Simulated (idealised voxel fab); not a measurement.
The document below concerns the process module designated voxel quadruple lines.
Square cell edge 5 nm, section width 205 nm, ID cut.
A cross-section in this document is a grid of square cells, and it is written down as bands, the top band listed before the ones below it; a band is made up of one or more rows of cells.
Read a band's entry like this: the first values are the height of its top and the height of its bottom in nm, and what follows is the sequence of materials from left to right, each with its width in nm. Note that "empty" is empty space, and that a single material marked "full width" reaches across the band from edge to edge.
Note: height 0 marks the level under which the wafer is uniformly one material as received. Lowest band unbounded below, written "top 0, no bottom".
The notation "30..40" denotes a width that varies across the rows of cells in the band, beginning at the first number in the top row, finishing at the second number in the bottom row, and changing by an identical amount from each row to the next.
Key: "no alteration" - step with no changed cell in the cross-section.
Cavities, closed: empty space of 8 cells or more with no open way to the top, each as width x height at its distance from the left edge, in nm
Heads up: the bit after the settings on a step's line is the simulator's remark on that step.
The line of a step may include "overlay nm". On a step with a mask, this value is how far to the right of its planned place the mask lay. A negative value means the mask lay to the left.
Each pair below shows a cross-section before one step and the cross-section after it, down to the lowest band that changed. The line under each pair gives the step between them, with its settings. The pairs can come from different runs of this module on the same starting wafer, so a pair continues from the pair above only where its "Pre-step profile" says so.

Pre-step profile:
- top 35, bottom 15 | empty 65 nm / SiN 5 nm / empty 15 nm / SiN 5 nm / empty 25 nm / SiN 5 nm / empty 15 nm / SiN 5 nm / empty 65 nm
- top 15, bottom 5 | W full width
- top 5, bottom 0 | Al2O3 full width
- top 0, no bottom | Si full width
- Cavities, closed: none

Cross-Section After Step:
- top 35, bottom 15 | empty 65 nm / SiN 5 nm / empty 15 nm / SiN 5 nm / empty 25 nm / SiN 5 nm / empty 15 nm / SiN 5 nm / empty 65 nm
- top 15, bottom 5 | empty 65 nm / W 5 nm / empty 15 nm / W 5 nm / empty 25 nm / W 5 nm / empty 15 nm / W 5 nm / empty 65 nm
- Everything under 5 stays put, no change at all.
- Cavities, closed: none
The transition between the preceding cross-sections is accomplished by DIRECTIONAL_ETCH [etch materials W] [depth nm 10]

Pre-step profile: check the pair just above; its after cross-section is our before state.

Cross-Section After Step:
- top 15, bottom 5 | empty 65 nm / W 5 nm / empty 15 nm / W 5 nm / empty 25 nm / W 5 nm / empty 15 nm / W 5 nm / empty 65 nm
- Everything under 5 stays put, no change at all.
- Cavities, closed: none
The transition between the preceding cross-sections is accomplished by STRIP [etch materials SiN]

Pre-step profile:
- top 55, bottom 35 | aC full width
- top 35, bottom 15 | polySi full width
- top 15, bottom 5 | W full width
- top 5, bottom 0 | Al2O3 full width
- top 0, no bottom | Si full width
- Cavities, closed: none

Cross-Section After Step:
- top 85, bottom 55 | empty 85 nm / resist 25 nm / empty 95 nm
- Everything under 55 stays put, no change at all.
- Cavities, closed: none
The transition between the preceding cross-sections is accomplished by PATTERN [tone cover] [mask id MANDREL] [material resist] [width nm 25] [thk nm 30] [overlay nm -5]

Pre-step profile: check the pair just above; its after cross-section is our before state.

Cross-Section After Step:
- top 65, bottom 55 | empty 85 nm / resist 25 nm / empty 95 nm
- top 55, bottom 35 | empty 85 nm / aC 25 nm / empty 95 nm
- Everything under 35 stays put, no change at all.
- Cavities, closed: none
The transition between the preceding cross-sections is accomplished by DIRECTIONAL_ETCH [etch materials aC] [depth nm 20]

Pre-step profile: check the pair just above; its after cross-section is our before state.

Cross-Section After Step:
- top 55, bottom 35 | empty 85 nm / aC 25 nm / empty 95 nm
- Everything under 35 stays put, no change at all.
- Cavities, closed: none
The transition between the preceding cross-sections is accomplished by STRIP [etch materials resist]

Pre-step profile: check the pair just above; its after cross-section is our before state.

Cross-Section After Step:
- top 70, bottom 55 | empty 70 nm / SiO2 55 nm / empty 80 nm
- top 55, bottom 50 | empty 70 nm / SiO2 15 nm / aC 25 nm / SiO2 15 nm / empty 80 nm
- top 50, bottom 35 | SiO2 85 nm / aC 25 nm / SiO2 95 nm
- Everything under 35 stays put, no change at all.
- Cavities, closed: none
The transition between the preceding cross-sections is accomplished by CONFORMAL_DEP [material SiO2] [thk nm 15]

Pre-step profile: check the pair just above; its after cross-section is our before state.

Cross-Section After Step:
- top 55, bottom 35 | empty 70 nm / SiO2 15 nm / aC 25 nm / SiO2 15 nm / empty 80 nm
- Everything under 35 stays put, no change at all.
- Cavities, closed: none
The transition between the preceding cross-sections is accomplished by DIRECTIONAL_ETCH [etch materials SiO2] [depth nm 15]

Pre-step profile: check the pair just above; its after cross-section is our before state.

Cross-Section After Step:
- top 55, bottom 35 | empty 70 nm / SiO2 15 nm / empty 25 nm / SiO2 15 nm / empty 80 nm
- Everything under 35 stays put, no change at all.
- Cavities, closed: none
The transition between the preceding cross-sections is accomplished by STRIP [etch materials aC]

Pre-step profile: check the pair just above; its after cross-section is our before state.

Cross-Section After Step:
- top 55, bottom 35 | empty 70 nm / SiO2 15 nm / empty 25 nm / SiO2 15 nm / empty 80 nm
- top 35, bottom 15 | empty 70 nm / polySi 15 nm / empty 25 nm / polySi 15 nm / empty 80 nm
- Everything under 15 stays put, no change at all.
- Cavities, closed: none
The transition between the preceding cross-sections is accomplished by DIRECTIONAL_ETCH [etch materials polySi] [depth nm 20]

Pre-step profile: check the pair just above; its after cross-section is our before state.

Cross-Section After Step:
- top 35, bottom 15 | empty 70 nm / polySi 15 nm / empty 25 nm / polySi 15 nm / empty 80 nm
- Everything under 15 stays put, no change at all.
- Cavities, closed: none
The transition between the preceding cross-sections is accomplished by STRIP [etch materials SiO2]

Pre-step profile: check the pair just above; its after cross-section is our before state.

Cross-Section After Step:
- top 40, bottom 35 | empty 65 nm / SiN 25 nm / empty 15 nm / SiN 25 nm / empty 75 nm
- top 35, bottom 20 | empty 65 nm / SiN 5 nm / polySi 15 nm / SiN 5 nm / empty 15 nm / SiN 5 nm / polySi 15 nm / SiN 5 nm / empty 75 nm
- top 20, bottom 15 | SiN 70 nm / polySi 15 nm / SiN 25 nm / polySi 15 nm / SiN 80 nm
- Everything under 15 stays put, no change at all.
- Cavities, closed: none
The transition between the preceding cross-sections is accomplished by CONFORMAL_DEP [material SiN] [thk nm 5]

Pre-step profile: check the pair just above; its after cross-section is our before state.

Cross-Section After Step:
- top 35, bottom 15 | empty 65 nm / SiN 5 nm / polySi 15 nm / SiN 5 nm / empty 15 nm / SiN 5 nm / polySi 15 nm / SiN 5 nm / empty 75 nm
- Everything under 15 stays put, no change at all.
- Cavities, closed: none
The transition between the preceding cross-sections is accomplished by DIRECTIONAL_ETCH [etch materials SiN] [depth nm 5]

Pre-step profile: check the pair just above; its after cross-section is our before state.

Cross-Section After Step:
- top 35, bottom 15 | empty 65 nm / SiN 5 nm / empty 15 nm / SiN 5 nm / empty 15 nm / SiN 5 nm / empty 15 nm / SiN 5 nm / empty 75 nm
- Everything under 15 stays put, no change at all.
- Cavities, closed: none
The transition between the preceding cross-sections is accomplished by STRIP [etch materials polySi]

Pre-step profile: check the pair just above; its after cross-section is our before state.

Cross-Section After Step:
- top 35, bottom 15 | empty 65 nm / SiN 5 nm / empty 15 nm / SiN 5 nm / empty 15 nm / SiN 5 nm / empty 15 nm / SiN 5 nm / empty 75 nm
- top 15, bottom 5 | empty 65 nm / W 5 nm / empty 15 nm / W 5 nm / empty 15 nm / W 5 nm / empty 15 nm / W 5 nm / empty 75 nm
- Everything under 5 stays put, no change at all.
- Cavities, closed: none
The transition between the preceding cross-sections is accomplished by DIRECTIONAL_ETCH [etch materials W] [depth nm 10]

Pre-step profile: check the pair just above; its after cross-section is our before state.

Cross-Section After Step:
- top 15, bottom 5 | empty 65 nm / W 5 nm / empty 15 nm / W 5 nm / empty 15 nm / W 5 nm / empty 15 nm / W 5 nm / empty 75 nm
- Everything under 5 stays put, no change at all.
- Cavities, closed: none
The transition between the preceding cross-sections is accomplished by STRIP [etch materials SiN]

Pre-step profile:
- top 0, no bottom | Si full width
- Cavities, closed: none

Cross-Section After Step:
- top 5, bottom 0 | aC full width
- Everything under 0 stays put, no change at all.
- Cavities, closed: none
The transition between the preceding cross-sections is accomplished by CONFORMAL_DEP [material aC] [thk nm 5]

Pre-step profile: check the pair just above; its after cross-section is our before state.

Cross-Section After Step:
- top 15, bottom 5 | W full width
- Everything under 5 stays put, no change at all.
- Cavities, closed: none
The transition between the preceding cross-sections is accomplished by DIRECTIONAL_DEP [material W] [thk nm 10]

Pre-step profile: check the pair just above; its after cross-section is our before state.

Cross-Section After Step:
- top 35, bottom 15 | polySi full width
- Everything under 15 stays put, no change at all.
- Cavities, closed: none
The transition between the preceding cross-sections is accomplished by DIRECTIONAL_DEP [material polySi] [thk nm 20]

Pre-step profile: check the pair just above; its after cross-section is our before state.

Cross-Section After Step:
- top 55, bottom 35 | aC full width
- Everything under 35 stays put, no change at all.
- Cavities, closed: none
The transition between the preceding cross-sections is accomplished by DIRECTIONAL_DEP [material aC] [thk nm 20]

Pre-step profile: check the pair just above; its after cross-section is our before state.

Cross-Section After Step:
- top 85, bottom 55 | empty 90 nm / resist 25 nm / empty 90 nm
- Everything under 55 stays put, no change at all.
- Cavities, closed: none
The transition between the preceding cross-sections is accomplished by PATTERN [tone cover] [mask id MANDREL] [material resist] [width nm 25] [thk nm 30] [overlay nm 0]

Pre-step profile: check the pair just above; its after cross-section is our before state.

Cross-Section After Step:
- top 65, bottom 55 | empty 90 nm / resist 25 nm / empty 90 nm
- top 55, bottom 35 | empty 90 nm / aC 25 nm / empty 90 nm
- Everything under 35 stays put, no change at all.
- Cavities, closed: none
The transition between the preceding cross-sections is accomplished by DIRECTIONAL_ETCH [etch materials aC] [depth nm 20]

Pre-step profile: check the pair just above; its after cross-section is our before state.

Cross-Section After Step:
- top 55, bottom 35 | empty 90 nm / aC 25 nm / empty 90 nm
- Everything under 35 stays put, no change at all.
- Cavities, closed: none
The transition between the preceding cross-sections is accomplished by STRIP [etch materials resist]

Pre-step profile: check the pair just above; its after cross-section is our before state.

Cross-Section After Step:
- top 70, bottom 55 | empty 75 nm / SiO2 55 nm / empty 75 nm
- top 55, bottom 50 | empty 75 nm / SiO2 15 nm / aC 25 nm / SiO2 15 nm / empty 75 nm
- top 50, bottom 35 | SiO2 90 nm / aC 25 nm / SiO2 90 nm
- Everything under 35 stays put, no change at all.
- Cavities, closed: none
The transition between the preceding cross-sections is accomplished by CONFORMAL_DEP [material SiO2] [thk nm 15]

Pre-step profile: check the pair just above; its after cross-section is our before state.

Cross-Section After Step:
- top 55, bottom 35 | empty 75 nm / SiO2 15 nm / aC 25 nm / SiO2 15 nm / empty 75 nm
- Everything under 35 stays put, no change at all.
- Cavities, closed: none
The transition between the preceding cross-sections is accomplished by DIRECTIONAL_ETCH [etch materials SiO2] [depth nm 15]

Pre-step profile: check the pair just above; its after cross-section is our before state.

Cross-Section After Step:
- top 55, bottom 35 | empty 75 nm / SiO2 15 nm / empty 25 nm / SiO2 15 nm / empty 75 nm
- Everything under 35 stays put, no change at all.
- Cavities, closed: none
The transition between the preceding cross-sections is accomplished by STRIP [etch materials aC]

Pre-step profile: check the pair just above; its after cross-section is our before state.

Cross-Section After Step:
- top 55, bottom 35 | empty 75 nm / SiO2 15 nm / empty 25 nm / SiO2 15 nm / empty 75 nm
- top 35, bottom 15 | empty 75 nm / polySi 15 nm / empty 25 nm / polySi 15 nm / empty 75 nm
- Everything under 15 stays put, no change at all.
- Cavities, closed: none
The transition between the preceding cross-sections is accomplished by DIRECTIONAL_ETCH [etch materials polySi] [depth nm 20]

Pre-step profile: check the pair just above; its after cross-section is our before state.

Cross-Section After Step:
- top 35, bottom 15 | empty 75 nm / polySi 15 nm / empty 25 nm / polySi 15 nm / empty 75 nm
- Everything under 15 stays put, no change at all.
- Cavities, closed: none
The transition between the preceding cross-sections is accomplished by STRIP [etch materials SiO2]

Pre-step profile: check the pair just above; its after cross-section is our before state.

Cross-Section After Step:
- top 40, bottom 35 | empty 70 nm / SiN 25 nm / empty 15 nm / SiN 25 nm / empty 70 nm
- top 35, bottom 20 | empty 70 nm / SiN 5 nm / polySi 15 nm / SiN 5 nm / empty 15 nm / SiN 5 nm / polySi 15 nm / SiN 5 nm / empty 70 nm
- top 20, bottom 15 | SiN 75 nm / polySi 15 nm / SiN 25 nm / polySi 15 nm / SiN 75 nm
- Everything under 15 stays put, no change at all.
- Cavities, closed: none
The transition between the preceding cross-sections is accomplished by CONFORMAL_DEP [material SiN] [thk nm 5]

Pre-step profile: check the pair just above; its after cross-section is our before state.

Cross-Section After Step:
- top 35, bottom 15 | empty 70 nm / SiN 5 nm / polySi 15 nm / SiN 5 nm / empty 15 nm / SiN 5 nm / polySi 15 nm / SiN 5 nm / empty 70 nm
- Everything under 15 stays put, no change at all.
- Cavities, closed: none
The transition between the preceding cross-sections is accomplished by DIRECTIONAL_ETCH [etch materials SiN] [depth nm 5]

Pre-step profile: check the pair just above; its after cross-section is our before state.

Cross-Section After Step:
- top 35, bottom 15 | empty 70 nm / SiN 5 nm / empty 15 nm / SiN 5 nm / empty 15 nm / SiN 5 nm / empty 15 nm / SiN 5 nm / empty 70 nm
- Everything under 15 stays put, no change at all.
- Cavities, closed: none
The transition between the preceding cross-sections is accomplished by STRIP [etch materials polySi]

Pre-step profile: check the pair just above; its after cross-section is our before state.

Cross-Section After Step:
- top 35, bottom 15 | empty 70 nm / SiN 5 nm / empty 15 nm / SiN 5 nm / empty 15 nm / SiN 5 nm / empty 15 nm / SiN 5 nm / empty 70 nm
- top 15, bottom 5 | empty 70 nm / W 5 nm / empty 15 nm / W 5 nm / empty 15 nm / W 5 nm / empty 15 nm / W 5 nm / empty 70 nm
- Everything under 5 stays put, no change at all.
- Cavities, closed: none
The transition between the preceding cross-sections is accomplished by DIRECTIONAL_ETCH [etch materials W] [depth nm 10]

Pre-step profile: check the pair just above; its after cross-section is our before state.

Cross-Section After Step:
- top 15, bottom 5 | empty 70 nm / W 5 nm / empty 15 nm / W 5 nm / empty 15 nm / W 5 nm / empty 15 nm / W 5 nm / empty 70 nm
- Everything under 5 stays put, no change at all.
- Cavities, closed: none
The transition between the preceding cross-sections is accomplished by STRIP [etch materials SiN]

Pre-step profile:
- top 55, bottom 35 | aC full width
- top 35, bottom 15 | polySi full width
- top 15, bottom 5 | W full width
- top 5, bottom 0 | Al2O3 full width
- top 0, no bottom | Si full width
- Cavities, closed: none

Cross-Section After Step:
- top 85, bottom 55 | resist 90 nm / empty 25 nm / resist 90 nm
- Everything under 55 stays put, no change at all.
- Cavities, closed: none
The transition between the preceding cross-sections is accomplished by PATTERN [tone open] [mask id MANDREL] [material resist] [width nm 25] [thk nm 30] [overlay nm 0]

Pre-step profile: check the pair just above; its after cross-section is our before state.

Cross-Section After Step:
- top 65, bottom 55 | resist 90 nm / empty 25 nm / resist 90 nm
- top 55, bottom 35 | aC 90 nm / empty 25 nm / aC 90 nm
- Everything under 35 stays put, no change at all.
- Cavities, closed: none
The transition between the preceding cross-sections is accomplished by DIRECTIONAL_ETCH [etch materials aC] [depth nm 20]

Pre-step profile: check the pair just above; its after cross-section is our before state.

Cross-Section After Step:
- top 55, bottom 35 | aC 90 nm / empty 25 nm / aC 90 nm
- Everything under 35 stays put, no change at all.
- Cavities, closed: none
The transition between the preceding cross-sections is accomplished by STRIP [etch materials resist]

Pre-step profile: check the pair just above; its after cross-section is our before state.

Cross-Section After Step:
- top 70, bottom 55 | SiO2 full width
- top 55, bottom 35 | aC 90 nm / SiO2 25 nm / aC 90 nm
- Everything under 35 stays put, no change at all.
- Cavities, closed: none
The transition between the preceding cross-sections is accomplished by CONFORMAL_DEP [material SiO2] [thk nm 15]

Pre-step profile: check the pair just above; its after cross-section is our before state.

Cross-Section After Step:
- top 55, bottom 35 | aC 90 nm / SiO2 25 nm / aC 90 nm
- Everything under 35 stays put, no change at all.
- Cavities, closed: none
The transition between the preceding cross-sections is accomplished by DIRECTIONAL_ETCH [etch materials SiO2] [depth nm 15]

Pre-step profile: check the pair just above; its after cross-section is our before state.

Cross-Section After Step:
- top 55, bottom 35 | empty 90 nm / SiO2 25 nm / empty 90 nm
- Everything under 35 stays put, no change at all.
- Cavities, closed: none
The transition between the preceding cross-sections is accomplished by STRIP [etch materials aC]

Pre-step profile: check the pair just above; its after cross-section is our before state.

Cross-Section After Step:
- top 55, bottom 35 | empty 90 nm / SiO2 25 nm / empty 90 nm
- top 35, bottom 15 | empty 90 nm / polySi 25 nm / empty 90 nm
- Everything under 15 stays put, no change at all.
- Cavities, closed: none
The transition between the preceding cross-sections is accomplished by DIRECTIONAL_ETCH [etch materials polySi] [depth nm 20]

Pre-step profile: check the pair just above; its after cross-section is our before state.

Cross-Section After Step:
- top 35, bottom 15 | empty 90 nm / polySi 25 nm / empty 90 nm
- Everything under 15 stays put, no change at all.
- Cavities, closed: none
The transition between the preceding cross-sections is accomplished by STRIP [etch materials SiO2]

Pre-step profile: check the pair just above; its after cross-section is our before state.

Cross-Section After Step:
- top 40, bottom 35 | empty 85 nm / SiN 35 nm / empty 85 nm
- top 35, bottom 20 | empty 85 nm / SiN 5 nm / polySi 25 nm / SiN 5 nm / empty 85 nm
- top 20, bottom 15 | SiN 90 nm / polySi 25 nm / SiN 90 nm
- Everything under 15 stays put, no change at all.
- Cavities, closed: none
The transition between the preceding cross-sections is accomplished by CONFORMAL_DEP [material SiN] [thk nm 5]

Pre-step profile: check the pair just above; its after cross-section is our before state.

Cross-Section After Step:
- top 35, bottom 15 | empty 85 nm / SiN 5 nm / polySi 25 nm / SiN 5 nm / empty 85 nm
- Everything under 15 stays put, no change at all.
- Cavities, closed: none
The transition between the preceding cross-sections is accomplished by DIRECTIONAL_ETCH [etch materials SiN] [depth nm 5]

Pre-step profile: check the pair just above; its after cross-section is our before state.

Cross-Section After Step:
- top 35, bottom 15 | empty 85 nm / SiN 5 nm / empty 25 nm / SiN 5 nm / empty 85 nm
- Everything under 15 stays put, no change at all.
- Cavities, closed: none
The transition between the preceding cross-sections is accomplished by STRIP [etch materials polySi]

Pre-step profile: check the pair just above; its after cross-section is our before state.

Cross-Section After Step:
- top 35, bottom 15 | empty 85 nm / SiN 5 nm / empty 25 nm / SiN 5 nm / empty 85 nm
- top 15, bottom 5 | empty 85 nm / W 5 nm / empty 25 nm / W 5 nm / empty 85 nm
- Everything under 5 stays put, no change at all.
- Cavities, closed: none
The transition between the preceding cross-sections is accomplished by DIRECTIONAL_ETCH [etch materials W] [depth nm 10]

Pre-step profile: check the pair just above; its after cross-section is our before state.

Cross-Section After Step:
- top 15, bottom 5 | empty 85 nm / W 5 nm / empty 25 nm / W 5 nm / empty 85 nm
- Everything under 5 stays put, no change at all.
- Cavities, closed: none
The transition between the preceding cross-sections is accomplished by STRIP [etch materials SiN]
